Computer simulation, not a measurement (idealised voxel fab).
process module | voxel fin reveal
cross-section cut | 275 nm wide | cells 5 nm
A cross-section is a grid of square cells, given in bands from the top down. A band is one or more rows of cells.
Each band's line starts with the height of the band's top and of its bottom, in nm. Then come its materials from left to right, each with its width in nm. One material with "throughout" fills the band from edge to edge. "air" is empty space.
Height 0 is the level under which the wafer as received is all one material. The lowest band goes on downwards, as in "0 down".
A width such as "30 to 40" changes by the same amount from each row of cells to the next, from the band's top row to its bottom row.
"no change" after a step means that no cell of the cross-section changed.
closed voids: empty space of 8 cells or more with no open way to the top, each as width x height at its distance from the left edge, in nm
after a step's settings: what the simulator itself notes on the step
overlay nm, on a step with a mask: how far to the right of its planned place the mask lay; to the left if negative
plan
1 op RECEIVE | material Si
2 op CONFORMAL_DEP | material SiN | thk nm 10
3 op MASKED_ETCH | tone cover | mask id FINS | width nm 15 | pitch nm 40 | etch materials SiN | depth nm 10 | overlay nm 0
4 op MASKED_ETCH | tone cover | mask id FINS | width nm 15 | pitch nm 40 | etch materials Si | depth nm 30 | overlay nm 0
5 op FILL_DEP | material SiO2 | thk nm 15
6 op CMP | height nm 10
7 op SELECTIVE_ETCH | etch materials SiO2 | depth nm 20
8 op STRIP | etch materials SiN
as received, after step 1
  0 down: Si throughout
  closed voids: none
a wafer at the end: this start, this plan, one mistake
  0 to -10: air 70 | Si 15 | air 25 | Si 15 | air 25 | Si 15 | air 25 | Si 15 | air 70
  -10 to -20: SiO2 50 | air 20 | Si 15 | air 25 | Si 15 | air 25 | Si 15 | air 25 | Si 15 | air 20 | SiO2 50
  -20 to -30: SiO2 70 | Si 15 | SiO2 25 | Si 15 | SiO2 25 | Si 15 | SiO2 25 | Si 15 | SiO2 70
  -30 down: Si throughout
  closed voids: none
what went wrong: steps 7 and 8 were swapped
